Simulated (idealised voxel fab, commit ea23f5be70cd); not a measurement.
Process module in this document: voxel transistor to metal
This is section cut - it's 195 nm across, gridded in 5 nm square cells.
Cross-section, as written here: a square-cell grid given band by band from the top down, where a band holds one or more rows of cells. The band entry comprises the height of the band's top followed by the height of its bottom, expressed in nm, and subsequently the band's materials from left to right, each stated together with its width in nm. Where a single material is marked with the word "everywhere", that material fills the band from edge to edge. The word "air" represents empty space. Heights are reckoned from 0. Under this level, the received wafer is all of one material. The bottommost band is open-ended downward, for example "top 0, no bottom". Top row gets the first number, bottom row gets the second, and each row in between changes by the same step: that is how a band width like "30 to 40" works. The cross-section has no changed cell in any step marked "nothing was modified". "Voids, enclosed" - sealed voids, min. 8 cells, no opening to top; format: width x height at distance (distance from left edge; nm throughout). If you see something after the settings on a step's line, that's the simulator's own remark about that step. overlay nm: step with mask; distance mask lay right of planned place; negative value = left of planned place. Reading key. Pairs: pre-step and post-step cross-section, one process step apart; post-step view only to lowest changed band. Step between + settings: beneath pair. Runs: pairs may be from different runs of this module, same starting wafer. Continuation from pair above: only where "Pre-process state" entry says.
PRE-PROCESS STATE
    top 50, bottom 40 | 50 of SiO2 | 15 of air | 65 of SiO2 | 15 of air | 50 of SiO2
    top 40, bottom 30 | 50 of SiO2 | 15 of air | 10 of SiO2 | 5 of SiN | 5 of SiO2 | 25 of SiCN | 5 of SiO2 | 5 of SiN | 10 of SiO2 | 15 of air | 50 of SiO2
    top 30, bottom 25 | SiCN everywhere
    top 25, bottom -5 | polySi everywhere
    top -5, bottom -10 | SiO2 everywhere
    top -10, bottom -40 | 40 of SiO2 | 115 of Si | 40 of SiO2
    top -40, no bottom | Si everywhere
    Voids, enclosed: none
POST-STEP SECTION VIEW
    top 55, bottom 50 | 55 of TiN | 5 of air | 75 of TiN | 5 of air | 55 of TiN
    top 50, bottom 40 | 50 of SiO2 | 5 of TiN | 5 of air | 5 of TiN | 65 of SiO2 | 5 of TiN | 5 of air | 5 of TiN | 50 of SiO2
    top 40, bottom 35 | 50 of SiO2 | 5 of TiN | 5 of air | 5 of TiN | 10 of SiO2 | 5 of SiN | 5 of SiO2 | 25 of SiCN | 5 of SiO2 | 5 of SiN | 10 of SiO2 | 5 of TiN | 5 of air | 5 of TiN | 50 of SiO2
    top 35, bottom 30 | 50 of SiO2 | 15 of TiN | 10 of SiO2 | 5 of SiN | 5 of SiO2 | 25 of SiCN | 5 of SiO2 | 5 of SiN | 10 of SiO2 | 15 of TiN | 50 of SiO2
    At heights below 30, the structure remains unaltered.
    Voids, enclosed: none
The two cross-sections above bracket this step: op CONFORMAL_DEP | material TiN | thk nm 5
Pre-process state: see preceding pair, after cross-section.
POST-STEP SECTION VIEW
    top 65, bottom 55 | Ru everywhere
    top 55, bottom 50 | 55 of TiN | 5 of Ru | 75 of TiN | 5 of Ru | 55 of TiN
    top 50, bottom 40 | 50 of SiO2 | 5 of TiN | 5 of Ru | 5 of TiN | 65 of SiO2 | 5 of TiN | 5 of Ru | 5 of TiN | 50 of SiO2
    top 40, bottom 35 | 50 of SiO2 | 5 of TiN | 5 of Ru | 5 of TiN | 10 of SiO2 | 5 of SiN | 5 of SiO2 | 25 of SiCN | 5 of SiO2 | 5 of SiN | 10 of SiO2 | 5 of TiN | 5 of Ru | 5 of TiN | 50 of SiO2
    At heights below 35, the structure remains unaltered.
    Voids, enclosed: none
The two cross-sections above bracket this step: op FILL_DEP | material Ru | thk nm 10
Pre-process state: see preceding pair, after cross-section.
POST-STEP SECTION VIEW
    top 50, bottom 40 | 50 of SiO2 | 5 of TiN | 5 of Ru | 5 of TiN | 65 of SiO2 | 5 of TiN | 5 of Ru | 5 of TiN | 50 of SiO2
    At heights below 40, the structure remains unaltered.
    Voids, enclosed: none
The two cross-sections above bracket this step: op CMP | height nm 50
Pre-process state: see preceding pair, after cross-section.
POST-STEP SECTION VIEW
    top 55, bottom 50 | SiN everywhere
    At heights below 50, the structure remains unaltered.
    Voids, enclosed: none
The two cross-sections above bracket this step: op CONFORMAL_DEP | material SiN | thk nm 5
Pre-process state: see preceding pair, after cross-section.
POST-STEP SECTION VIEW
    top 75, bottom 55 | SiO2 everywhere
    At heights below 55, the structure remains unaltered.
    Voids, enclosed: none
The two cross-sections above bracket this step: op DIRECTIONAL_DEP | material SiO2 | thk nm 20
Pre-process state: see preceding pair, after cross-section.
POST-STEP SECTION VIEW
    top 90, bottom 75 | aC everywhere
    At heights below 75, the structure remains unaltered.
    Voids, enclosed: none
The two cross-sections above bracket this step: op DIRECTIONAL_DEP | material aC | thk nm 15
Pre-process state: see preceding pair, after cross-section.
POST-STEP SECTION VIEW
    top 125, bottom 90 | 50 of resist | 15 of air | 65 of resist | 15 of air | 50 of resist
    At heights below 90, the structure remains unaltered.
    Voids, enclosed: none
The two cross-sections above bracket this step: op PATTERN | tone open | mask id METAL_1 | material resist | width nm 15 | pitch nm 80 | thk nm 35 | overlay nm 0
Pre-process state: see preceding pair, after cross-section.
POST-STEP SECTION VIEW
    top 110, bottom 90 | 50 of resist | 15 of air | 65 of resist | 15 of air | 50 of resist
    top 90, bottom 75 | 50 of aC | 15 of air | 65 of aC | 15 of air | 50 of aC
    At heights below 75, the structure remains unaltered.
    Voids, enclosed: none
The two cross-sections above bracket this step: op DIRECTIONAL_ETCH | etch materials aC | depth nm 15
Pre-process state: see preceding pair, after cross-section.
POST-STEP SECTION VIEW
    top 90, bottom 75 | 50 of aC | 15 of air | 65 of aC | 15 of air | 50 of aC
    At heights below 75, the structure remains unaltered.
    Voids, enclosed: none
The two cross-sections above bracket this step: op STRIP | etch materials resist
Pre-process state: see preceding pair, after cross-section.
POST-STEP SECTION VIEW
    top 90, bottom 75 | 50 of aC | 15 of air | 65 of aC | 15 of air | 50 of aC
    top 75, bottom 55 | 50 of SiO2 | 15 of air | 65 of SiO2 | 15 of air | 50 of SiO2
    At heights below 55, the structure remains unaltered.
    Voids, enclosed: none
The two cross-sections above bracket this step: op DIRECTIONAL_ETCH | etch materials SiO2 | depth nm 20
Pre-process state: see preceding pair, after cross-section.
POST-STEP SECTION VIEW
    top 90, bottom 75 | 50 of aC | 15 of air | 65 of aC | 15 of air | 50 of aC
    top 75, bottom 55 | 50 of SiO2 | 15 of air | 65 of SiO2 | 15 of air | 50 of SiO2
    top 55, bottom 50 | 50 of SiN | 15 of air | 65 of SiN | 15 of air | 50 of SiN
    At heights below 50, the structure remains unaltered.
    Voids, enclosed: none
The two cross-sections above bracket this step: op DIRECTIONAL_ETCH | etch materials SiN | depth nm 5
Pre-process state: see preceding pair, after cross-section.
POST-STEP SECTION VIEW
    top 75, bottom 55 | 50 of SiO2 | 15 of air | 65 of SiO2 | 15 of air | 50 of SiO2
    At heights below 55, the structure remains unaltered.
    Voids, enclosed: none
The two cross-sections above bracket this step: op STRIP | etch materials aC
Pre-process state: see preceding pair, after cross-section.
POST-STEP SECTION VIEW
    top 80, bottom 75 | 55 of TiN | 5 of air | 75 of TiN | 5 of air | 55 of TiN
    top 75, bottom 55 | 50 of SiO2 | 5 of TiN | 5 of air | 5 of TiN | 65 of SiO2 | 5 of TiN | 5 of air | 5 of TiN | 50 of SiO2
    top 55, bottom 50 | 50 of SiN | 15 of TiN | 65 of SiN | 15 of TiN | 50 of SiN
    At heights below 50, the structure remains unaltered.
    Voids, enclosed: none
The two cross-sections above bracket this step: op CONFORMAL_DEP | material TiN | thk nm 5
Pre-process state: see preceding pair, after cross-section.
POST-STEP SECTION VIEW
    top 90, bottom 80 | Cu everywhere
    top 80, bottom 75 | 55 of TiN | 5 of Cu | 75 of TiN | 5 of Cu | 55 of TiN
    top 75, bottom 55 | 50 of SiO2 | 5 of TiN | 5 of Cu | 5 of TiN | 65 of SiO2 | 5 of TiN | 5 of Cu | 5 of TiN | 50 of SiO2
    At heights below 55, the structure remains unaltered.
    Voids, enclosed: none
The two cross-sections above bracket this step: op FILL_DEP | material Cu | thk nm 10
Pre-process state: see preceding pair, after cross-section.
POST-STEP SECTION VIEW
    top 75, bottom 55 | 50 of SiO2 | 5 of TiN | 5 of Cu | 5 of TiN | 65 of SiO2 | 5 of TiN | 5 of Cu | 5 of TiN | 50 of SiO2
    At heights below 55, the structure remains unaltered.
    Voids, enclosed: none
The two cross-sections above bracket this step: op CMP | height nm 75
Pre-process state: see preceding pair, after cross-section.
POST-STEP SECTION VIEW
    top 80, bottom 75 | SiCN everywhere
    At heights below 75, the structure remains unaltered.
    Voids, enclosed: none
The two cross-sections above bracket this step: op CONFORMAL_DEP | material SiCN | thk nm 5
PRE-PROCESS STATE
    top 50, bottom 40 | 50 of SiO2 | 5 of TiN | 5 of Ru | 5 of TiN | 65 of SiO2 | 5 of TiN | 5 of Ru | 5 of TiN | 50 of SiO2
    top 40, bottom 25 | 50 of SiO2 | 5 of TiN | 5 of Ru | 5 of TiN | 10 of SiO2 | 5 of SiN | 5 of SiO2 | 25 of SiCN | 5 of SiO2 | 5 of SiN | 10 of SiO2 | 5 of TiN | 5 of Ru | 5 of TiN | 50 of SiO2
    top 25, bottom 0 | 50 of SiO2 | 5 of TiN | 5 of Ru | 5 of TiN | 10 of SiO2 | 5 of SiN | 5 of SiO2 | 25 of polySi | 5 of SiO2 | 5 of SiN | 10 of SiO2 | 5 of TiN | 5 of Ru | 5 of TiN | 50 of SiO2
    top 0, bottom -5 | 50 of SiO2 | 15 of TiN | 10 of SiO2 | 5 of SiN | 5 of SiO2 | 25 of polySi | 5 of SiO2 | 5 of SiN | 10 of SiO2 | 15 of TiN | 50 of SiO2
    top -5, bottom -10 | 35 of SiO2 | 40 of nSi | 45 of SiO2 | 40 of nSi | 35 of SiO2
    top -10, bottom -40 | 40 of SiO2 | 115 of Si | 40 of SiO2
    top -40, no bottom | Si everywhere
    Voids, enclosed: none
POST-STEP SECTION VIEW
    top 70, bottom 50 | SiO2 everywhere
    At heights below 50, the structure remains unaltered.
    Voids, enclosed: none
The two cross-sections above bracket this step: op DIRECTIONAL_DEP | material SiO2 | thk nm 20
Pre-process state: see preceding pair, after cross-section.
POST-STEP SECTION VIEW
    top 75, bottom 70 | SiN everywhere
    At heights below 70, the structure remains unaltered.
    Voids, enclosed: none
The two cross-sections above bracket this step: op CONFORMAL_DEP | material SiN | thk nm 5
Pre-process state: see preceding pair, after cross-section.
POST-STEP SECTION VIEW
    top 90, bottom 75 | aC everywhere
    At heights below 75, the structure remains unaltered.
    Voids, enclosed: none
The two cross-sections above bracket this step: op DIRECTIONAL_DEP | material aC | thk nm 15
Pre-process state: see preceding pair, after cross-section.
POST-STEP SECTION VIEW
    top 125, bottom 90 | 50 of resist | 15 of air | 65 of resist | 15 of air | 50 of resist
    At heights below 90, the structure remains unaltered.
    Voids, enclosed: none
The two cross-sections above bracket this step: op PATTERN | tone open | mask id METAL_1 | material resist | width nm 15 | pitch nm 80 | thk nm 35 | overlay nm 0
Pre-process state: see preceding pair, after cross-section.
POST-STEP SECTION VIEW
    top 110, bottom 90 | 50 of resist | 15 of air | 65 of resist | 15 of air | 50 of resist
    top 90, bottom 75 | 50 of aC | 15 of air | 65 of aC | 15 of air | 50 of aC
    At heights below 75, the structure remains unaltered.
    Voids, enclosed: none
The two cross-sections above bracket this step: op DIRECTIONAL_ETCH | etch materials aC | depth nm 15
Pre-process state: see preceding pair, after cross-section.
POST-STEP SECTION VIEW
    top 90, bottom 75 | 50 of aC | 15 of air | 65 of aC | 15 of air | 50 of aC
    At heights below 75, the structure remains unaltered.
    Voids, enclosed: none
The two cross-sections above bracket this step: op STRIP | etch materials resist
Pre-process state: see preceding pair, after cross-section.
POST-STEP SECTION VIEW
    top 90, bottom 75 | 50 of aC | 15 of air | 65 of aC | 15 of air | 50 of aC
    top 75, bottom 70 | 50 of SiN | 15 of air | 65 of SiN | 15 of air | 50 of SiN
    At heights below 70, the structure remains unaltered.
    Voids, enclosed: none
The two cross-sections above bracket this step: op DIRECTIONAL_ETCH | etch materials SiN | depth nm 5
Pre-process state: see preceding pair, after cross-section.
POST-STEP SECTION VIEW
    top 75, bottom 70 | 50 of SiN | 15 of air | 65 of SiN | 15 of air | 50 of SiN
    At heights below 70, the structure remains unaltered.
    Voids, enclosed: none
The two cross-sections above bracket this step: op STRIP | etch materials aC
Pre-process state: see preceding pair, after cross-section.
POST-STEP SECTION VIEW
    top 80, bottom 75 | 55 of TiN | 5 of air | 75 of TiN | 5 of air | 55 of TiN
    top 75, bottom 70 | 50 of SiN | 15 of TiN | 65 of SiN | 15 of TiN | 50 of SiN
    At heights below 70, the structure remains unaltered.
    Voids, enclosed: none
The two cross-sections above bracket this step: op CONFORMAL_DEP | material TiN | thk nm 5
Pre-process state: see preceding pair, after cross-section.
POST-STEP SECTION VIEW
    top 90, bottom 80 | Cu everywhere
    top 80, bottom 75 | 55 of TiN | 5 of Cu | 75 of TiN | 5 of Cu | 55 of TiN
    At heights below 75, the structure remains unaltered.
    Voids, enclosed: none
The two cross-sections above bracket this step: op FILL_DEP | material Cu | thk nm 10
Pre-process state: see preceding pair, after cross-section.
POST-STEP SECTION VIEW
    top 75, bottom 70 | 50 of SiN | 15 of TiN | 65 of SiN | 15 of TiN | 50 of SiN
    At heights below 70, the structure remains unaltered.
    Voids, enclosed: none
The two cross-sections above bracket this step: op CMP | height nm 75
Pre-process state: see preceding pair, after cross-section.
POST-STEP SECTION VIEW
    top 80, bottom 75 | SiCN everywhere
    At heights below 75, the structure remains unaltered.
    Voids, enclosed: none
The two cross-sections above bracket this step: op CONFORMAL_DEP | material SiCN | thk nm 5
PRE-PROCESS STATE
    top 55, bottom 50 | SiN everywhere
    top 50, bottom 40 | 50 of SiO2 | 5 of TiN | 5 of Ru | 5 of TiN | 65 of SiO2 | 5 of TiN | 5 of Ru | 5 of TiN | 50 of SiO2
    top 40, bottom 25 | 50 of SiO2 | 5 of TiN | 5 of Ru | 5 of TiN | 10 of SiO2 | 5 of SiN | 5 of SiO2 | 25 of SiCN | 5 of SiO2 | 5 of SiN | 10 of SiO2 | 5 of TiN | 5 of Ru | 5 of TiN | 50 of SiO2
    top 25, bottom 0 | 50 of SiO2 | 5 of TiN | 5 of Ru | 5 of TiN | 10 of SiO2 | 5 of SiN | 5 of SiO2 | 25 of polySi | 5 of SiO2 | 5 of SiN | 10 of SiO2 | 5 of TiN | 5 of Ru | 5 of TiN | 50 of SiO2
    top 0, bottom -5 | 50 of SiO2 | 15 of TiN | 10 of SiO2 | 5 of SiN | 5 of SiO2 | 25 of polySi | 5 of SiO2 | 5 of SiN | 10 of SiO2 | 15 of TiN | 50 of SiO2
    top -5, bottom -10 | 35 of SiO2 | 40 of nSi | 45 of SiO2 | 40 of nSi | 35 of SiO2
    top -10, bottom -40 | 40 of SiO2 | 115 of Si | 40 of SiO2
    top -40, no bottom | Si everywhere
    Voids, enclosed: none
POST-STEP SECTION VIEW
    top 65, bottom 55 | SiO2 everywhere
    At heights below 55, the structure remains unaltered.
    Voids, enclosed: none
The two cross-sections above bracket this step: op DIRECTIONAL_DEP | material SiO2 | thk nm 10
Pre-process state: see preceding pair, after cross-section.
POST-STEP SECTION VIEW
    top 80, bottom 65 | aC everywhere
    At heights below 65, the structure remains unaltered.
    Voids, enclosed: none
The two cross-sections above bracket this step: op DIRECTIONAL_DEP | material aC | thk nm 15
Pre-process state: see preceding pair, after cross-section.
POST-STEP SECTION VIEW
    top 115, bottom 80 | 50 of resist | 15 of air | 65 of resist | 15 of air | 50 of resist
    At heights below 80, the structure remains unaltered.
    Voids, enclosed: none
The two cross-sections above bracket this step: op PATTERN | tone open | mask id METAL_1 | material resist | width nm 15 | pitch nm 80 | thk nm 35 | overlay nm 0
Pre-process state: see preceding pair, after cross-section.
POST-STEP SECTION VIEW
    top 100, bottom 80 | 50 of resist | 15 of air | 65 of resist | 15 of air | 50 of resist
    top 80, bottom 65 | 50 of aC | 15 of air | 65 of aC | 15 of air | 50 of aC
    At heights below 65, the structure remains unaltered.
    Voids, enclosed: none
The two cross-sections above bracket this step: op DIRECTIONAL_ETCH | etch materials aC | depth nm 15
Pre-process state: see preceding pair, after cross-section.
POST-STEP SECTION VIEW
    top 80, bottom 65 | 50 of aC | 15 of air | 65 of aC | 15 of air | 50 of aC
    At heights below 65, the structure remains unaltered.
    Voids, enclosed: none
The two cross-sections above bracket this step: op STRIP | etch materials resist
Pre-process state: see preceding pair, after cross-section.
POST-STEP SECTION VIEW
    top 80, bottom 65 | 50 of aC | 15 of air | 65 of aC | 15 of air | 50 of aC
    top 65, bottom 55 | 50 of SiO2 | 15 of air | 65 of SiO2 | 15 of air | 50 of SiO2
    At heights below 55, the structure remains unaltered.
    Voids, enclosed: none
The two cross-sections above bracket this step: op DIRECTIONAL_ETCH | etch materials SiO2 | depth nm 20
Pre-process state: see preceding pair, after cross-section.
POST-STEP SECTION VIEW
    top 80, bottom 65 | 50 of aC | 15 of air | 65 of aC | 15 of air | 50 of aC
    top 65, bottom 55 | 50 of SiO2 | 15 of air | 65 of SiO2 | 15 of air | 50 of SiO2
    top 55, bottom 50 | 50 of SiN | 15 of air | 65 of SiN | 15 of air | 50 of SiN
    At heights below 50, the structure remains unaltered.
    Voids, enclosed: none
The two cross-sections above bracket this step: op DIRECTIONAL_ETCH | etch materials SiN | depth nm 5
Pre-process state: see preceding pair, after cross-section.
POST-STEP SECTION VIEW
    top 65, bottom 55 | 50 of SiO2 | 15 of air | 65 of SiO2 | 15 of air | 50 of SiO2
    At heights below 55, the structure remains unaltered.
    Voids, enclosed: none
The two cross-sections above bracket this step: op STRIP | etch materials aC
Pre-process state: see preceding pair, after cross-section.
POST-STEP SECTION VIEW
    top 70, bottom 65 | 55 of TiN | 5 of air | 75 of TiN | 5 of air | 55 of TiN
    top 65, bottom 55 | 50 of SiO2 | 5 of TiN | 5 of air | 5 of TiN | 65 of SiO2 | 5 of TiN | 5 of air | 5 of TiN | 50 of SiO2
    top 55, bottom 50 | 50 of SiN | 15 of TiN | 65 of SiN | 15 of TiN | 50 of SiN
    At heights below 50, the structure remains unaltered.
    Voids, enclosed: none
The two cross-sections above bracket this step: op CONFORMAL_DEP | material TiN | thk nm 5
Pre-process state: see preceding pair, after cross-section.
POST-STEP SECTION VIEW
    top 80, bottom 70 | Cu everywhere
    top 70, bottom 65 | 55 of TiN | 5 of Cu | 75 of TiN | 5 of Cu | 55 of TiN
    top 65, bottom 55 | 50 of SiO2 | 5 of TiN | 5 of Cu | 5 of TiN | 65 of SiO2 | 5 of TiN | 5 of Cu | 5 of TiN | 50 of SiO2
    At heights below 55, the structure remains unaltered.
    Voids, enclosed: none
The two cross-sections above bracket this step: op FILL_DEP | material Cu | thk nm 10
Pre-process state: see preceding pair, after cross-section.
POST-STEP SECTION VIEW
    top 75, bottom 70 | Cu everywhere
    At heights below 70, the structure remains unaltered.
    Voids, enclosed: none
The two cross-sections above bracket this step: op CMP | height nm 75
Pre-process state: see preceding pair, after cross-section.
POST-STEP SECTION VIEW
    top 80, bottom 75 | SiCN everywhere
    At heights below 75, the structure remains unaltered.
    Voids, enclosed: none
The two cross-sections above bracket this step: op CONFORMAL_DEP | material SiCN | thk nm 5
PRE-PROCESS STATE
    top 90, bottom 75 | aC everywhere
    top 75, bottom 55 | SiO2 everywhere
    top 55, bottom 50 | SiN everywhere
    top 50, bottom 40 | 50 of SiO2 | 5 of TiN | 5 of Ru | 5 of TiN | 65 of SiO2 | 5 of TiN | 5 of Ru | 5 of TiN | 50 of SiO2
    top 40, bottom 25 | 50 of SiO2 | 5 of TiN | 5 of Ru | 5 of TiN | 10 of SiO2 | 5 of SiN | 5 of SiO2 | 25 of SiCN | 5 of SiO2 | 5 of SiN | 10 of SiO2 | 5 of TiN | 5 of Ru | 5 of TiN | 50 of SiO2
    top 25, bottom 0 | 50 of SiO2 | 5 of TiN | 5 of Ru | 5 of TiN | 10 of SiO2 | 5 of SiN | 5 of SiO2 | 25 of polySi | 5 of SiO2 | 5 of SiN | 10 of SiO2 | 5 of TiN | 5 of Ru | 5 of TiN | 50 of SiO2
    top 0, bottom -5 | 50 of SiO2 | 15 of TiN | 10 of SiO2 | 5 of SiN | 5 of SiO2 | 25 of polySi | 5 of SiO2 | 5 of SiN | 10 of SiO2 | 15 of TiN | 50 of SiO2
    top -5, bottom -10 | 35 of SiO2 | 40 of nSi | 45 of SiO2 | 40 of nSi | 35 of SiO2
    top -10, bottom -40 | 40 of SiO2 | 115 of Si | 40 of SiO2
    top -40, no bottom | Si everywhere
    Voids, enclosed: none
POST-STEP SECTION VIEW
    top 125, bottom 90 | 45 of resist | 25 of air | 55 of resist | 25 of air | 45 of resist
    At heights below 90, the structure remains unaltered.
    Voids, enclosed: none
The two cross-sections above bracket this step: op PATTERN | tone open | mask id METAL_1 | material resist | width nm 25 | pitch nm 80 | thk nm 35 | overlay nm 0
Pre-process state: see preceding pair, after cross-section.
POST-STEP SECTION VIEW
    top 110, bottom 90 | 45 of resist | 25 of air | 55 of resist | 25 of air | 45 of resist
    top 90, bottom 75 | 45 of aC | 25 of air | 55 of aC | 25 of air | 45 of aC
    At heights below 75, the structure remains unaltered.
    Voids, enclosed: none
The two cross-sections above bracket this step: op DIRECTIONAL_ETCH | etch materials aC | depth nm 15
Pre-process state: see preceding pair, after cross-section.
POST-STEP SECTION VIEW
    top 90, bottom 75 | 45 of aC | 25 of air | 55 of aC | 25 of air | 45 of aC
    At heights below 75, the structure remains unaltered.
    Voids, enclosed: none
The two cross-sections above bracket this step: op STRIP | etch materials resist
Pre-process state: see preceding pair, after cross-section.
POST-STEP SECTION VIEW
    top 90, bottom 75 | 45 of aC | 25 of air | 55 of aC | 25 of air | 45 of aC
    top 75, bottom 55 | 45 of SiO2 | 25 of air | 55 of SiO2 | 25 of air | 45 of SiO2
    At heights below 55, the structure remains unaltered.
    Voids, enclosed: none
The two cross-sections above bracket this step: op DIRECTIONAL_ETCH | etch materials SiO2 | depth nm 20
Pre-process state: see preceding pair, after cross-section.
POST-STEP SECTION VIEW
    top 90, bottom 75 | 45 of aC | 25 of air | 55 of aC | 25 of air | 45 of aC
    top 75, bottom 55 | 45 of SiO2 | 25 of air | 55 of SiO2 | 25 of air | 45 of SiO2
    top 55, bottom 50 | 45 of SiN | 25 of air | 55 of SiN | 25 of air | 45 of SiN
    At heights below 50, the structure remains unaltered.
    Voids, enclosed: none
The two cross-sections above bracket this step: op DIRECTIONAL_ETCH | etch materials SiN | depth nm 5
Pre-process state: see preceding pair, after cross-section.
POST-STEP SECTION VIEW
    top 75, bottom 55 | 45 of SiO2 | 25 of air | 55 of SiO2 | 25 of air | 45 of SiO2
    At heights below 55, the structure remains unaltered.
    Voids, enclosed: none
The two cross-sections above bracket this step: op STRIP | etch materials aC
Pre-process state: see preceding pair, after cross-section.
POST-STEP SECTION VIEW
    top 80, bottom 75 | 50 of TiN | 15 of air | 65 of TiN | 15 of air | 50 of TiN
    top 75, bottom 55 | 45 of SiO2 | 5 of TiN | 15 of air | 5 of TiN | 55 of SiO2 | 5 of TiN | 15 of air | 5 of TiN | 45 of SiO2
    top 55, bottom 50 | 45 of SiN | 25 of TiN | 55 of SiN | 25 of TiN | 45 of SiN
    At heights below 50, the structure remains unaltered.
    Voids, enclosed: none
The two cross-sections above bracket this step: op CONFORMAL_DEP | material TiN | thk nm 5
Pre-process state: see preceding pair, after cross-section.
POST-STEP SECTION VIEW
    top 90, bottom 80 | Cu everywhere
    top 80, bottom 75 | 50 of TiN | 15 of Cu | 65 of TiN | 15 of Cu | 50 of TiN
    top 75, bottom 55 | 45 of SiO2 | 5 of TiN | 15 of Cu | 5 of TiN | 55 of SiO2 | 5 of TiN | 15 of Cu | 5 of TiN | 45 of SiO2
    At heights below 55, the structure remains unaltered.
    Voids, enclosed: none
The two cross-sections above bracket this step: op FILL_DEP | material Cu | thk nm 10
Pre-process state: see preceding pair, after cross-section.
POST-STEP SECTION VIEW
    top 75, bottom 55 | 45 of SiO2 | 5 of TiN | 15 of Cu | 5 of TiN | 55 of SiO2 | 5 of TiN | 15 of Cu | 5 of TiN | 45 of SiO2
    At heights below 55, the structure remains unaltered.
    Voids, enclosed: none
The two cross-sections above bracket this step: op CMP | height nm 75
Pre-process state: see preceding pair, after cross-section.
POST-STEP SECTION VIEW
    top 80, bottom 75 | SiCN everywhere
    At heights below 75, the structure remains unaltered.
    Voids, enclosed: none
The two cross-sections above bracket this step: op CONFORMAL_DEP | material SiCN | thk nm 5
PRE-PROCESS STATE
    top 50, bottom 40 | aC everywhere
    top 40, bottom 25 | SiCN everywhere
    top 25, bottom -5 | polySi everywhere
    top -5, bottom -10 | SiO2 everywhere
    top -10, bottom -40 | 40 of SiO2 | 115 of Si | 40 of SiO2
    top -40, no bottom | Si everywhere
    Voids, enclosed: none
POST-STEP SECTION VIEW
    top 80, bottom 50 | 75 of air | 25 of resist | 95 of air
    At heights below 50, the structure remains unaltered.
    Voids, enclosed: none
The two cross-sections above bracket this step: op PATTERN | tone cover | mask id GATE | material resist | width nm 25 | thk nm 30 | overlay nm -10
Pre-process state: see preceding pair, after cross-section.
POST-STEP SECTION VIEW
    top 70, bottom 50 | 75 of air | 25 of resist | 95 of air
    top 50, bottom 40 | 75 of air | 25 of aC | 95 of air
    At heights below 40, the structure remains unaltered.
    Voids, enclosed: none
The two cross-sections above bracket this step: op DIRECTIONAL_ETCH | etch materials aC | depth nm 10
Pre-process state: see preceding pair, after cross-section.
POST-STEP SECTION VIEW
    top 50, bottom 40 | 75 of air | 25 of aC | 95 of air
    At heights below 40, the structure remains unaltered.
    Voids, enclosed: none
The two cross-sections above bracket this step: op STRIP | etch materials resist
Pre-process state: see preceding pair, after cross-section.
POST-STEP SECTION VIEW
    top 50, bottom 40 | 75 of air | 25 of aC | 95 of air
    top 40, bottom 25 | 75 of air | 25 of SiCN | 95 of air
    At heights below 25, the structure remains unaltered.
    Voids, enclosed: none
The two cross-sections above bracket this step: op DIRECTIONAL_ETCH | etch materials SiCN | depth nm 25
Pre-process state: see preceding pair, after cross-section.
POST-STEP SECTION VIEW
    top 50, bottom 40 | 75 of air | 25 of aC | 95 of air
    top 40, bottom 25 | 75 of air | 25 of SiCN | 95 of air
    top 25, bottom -5 | 75 of air | 25 of polySi | 95 of air
    At heights below -5, the structure remains unaltered.
    Voids, enclosed: none
The two cross-sections above bracket this step: op DIRECTIONAL_ETCH | etch materials polySi | depth nm 40
Pre-process state: see preceding pair, after cross-section.
POST-STEP SECTION VIEW
    top 40, bottom 25 | 75 of air | 25 of SiCN | 95 of air
    At heights below 25, the structure remains unaltered.
    Voids, enclosed: none
The two cross-sections above bracket this step: op STRIP | etch materials aC
Pre-process state: see preceding pair, after cross-section.
POST-STEP SECTION VIEW
    top 45, bottom 40 | 70 of air | 35 of SiO2 | 90 of air
    top 40, bottom 25 | 70 of air | 5 of SiO2 | 25 of SiCN | 5 of SiO2 | 90 of air
    top 25, bottom 0 | 70 of air | 5 of SiO2 | 25 of polySi | 5 of SiO2 | 90 of air
    top 0, bottom -5 | 75 of SiO2 | 25 of polySi | 95 of SiO2
    At heights below -5, the structure remains unaltered.
    Voids, enclosed: none
The two cross-sections above bracket this step: op CONFORMAL_DEP | material SiO2 | thk nm 5
Pre-process state: see preceding pair, after cross-section.
POST-STEP SECTION VIEW
    top 40, bottom 25 | 70 of air | 5 of SiO2 | 25 of SiCN | 5 of SiO2 | 90 of air
    top 25, bottom -5 | 70 of air | 5 of SiO2 | 25 of polySi | 5 of SiO2 | 90 of air
    At heights below -5, the structure remains unaltered.
    Voids, enclosed: none
The two cross-sections above bracket this step: op DIRECTIONAL_ETCH | etch materials SiO2 | depth nm 5
Pre-process state: see preceding pair, after cross-section.
POST-STEP SECTION VIEW
    top 45, bottom 40 | 65 of air | 45 of SiN | 85 of air
    top 40, bottom 25 | 65 of air | 5 of SiN | 5 of SiO2 | 25 of SiCN | 5 of SiO2 | 5 of SiN | 85 of air
    top 25, bottom 0 | 65 of air | 5 of SiN | 5 of SiO2 | 25 of polySi | 5 of SiO2 | 5 of SiN | 85 of air
    top 0, bottom -5 | 70 of SiN | 5 of SiO2 | 25 of polySi | 5 of SiO2 | 90 of SiN
    At heights below -5, the structure remains unaltered.
    Voids, enclosed: none
The two cross-sections above bracket this step: op CONFORMAL_DEP | material SiN | thk nm 5
Pre-process state: see preceding pair, after cross-section.
POST-STEP SECTION VIEW
    top 40, bottom 25 | 65 of air | 5 of SiN | 5 of SiO2 | 25 of SiCN | 5 of SiO2 | 5 of SiN | 85 of air
    top 25, bottom -5 | 65 of air | 5 of SiN | 5 of SiO2 | 25 of polySi | 5 of SiO2 | 5 of SiN | 85 of air
    At heights below -5, the structure remains unaltered.
    Voids, enclosed: none
The two cross-sections above bracket this step: op DIRECTIONAL_ETCH | etch materials SiN | depth nm 5
Pre-process state: see preceding pair, after cross-section.
POST-STEP SECTION VIEW
    top 40, bottom 35 | 65 of air | 5 of SiN | 5 of air | 25 of SiCN | 5 of air | 5 of SiN | 85 of air
    top 35, bottom 25 | 65 of air | 5 of SiN | 5 of SiO2 | 25 of SiCN | 5 of SiO2 | 5 of SiN | 85 of air
    top 25, bottom -5 | 65 of air | 5 of SiN | 5 of SiO2 | 25 of polySi | 5 of SiO2 | 5 of SiN | 85 of air
    top -5, bottom -10 | 65 of air | 45 of SiO2 | 85 of air
    At heights below -10, the structure remains unaltered.
    Voids, enclosed: none
The two cross-sections above bracket this step: op DIRECTIONAL_ETCH | etch materials SiO2 | depth nm 5
Pre-process state: see preceding pair, after cross-section.
POST-STEP SECTION VIEW
    top 40, bottom 35 | 65 of air | 5 of SiN | 5 of air | 25 of SiCN | 5 of air | 5 of SiN | 85 of air
    top 35, bottom 25 | 65 of air | 5 of SiN | 5 of SiO2 | 25 of SiCN | 5 of SiO2 | 5 of SiN | 85 of air
    top 25, bottom -5 | 65 of air | 5 of SiN | 5 of SiO2 | 25 of polySi | 5 of SiO2 | 5 of SiN | 85 of air
    top -5, bottom -10 | 35 of air | 30 of nSi | 45 of SiO2 | 50 of nSi | 35 of air
    At heights below -10, the structure remains unaltered.
    Voids, enclosed: none
The two cross-sections above bracket this step: op EPI | material nSi | thk nm 5
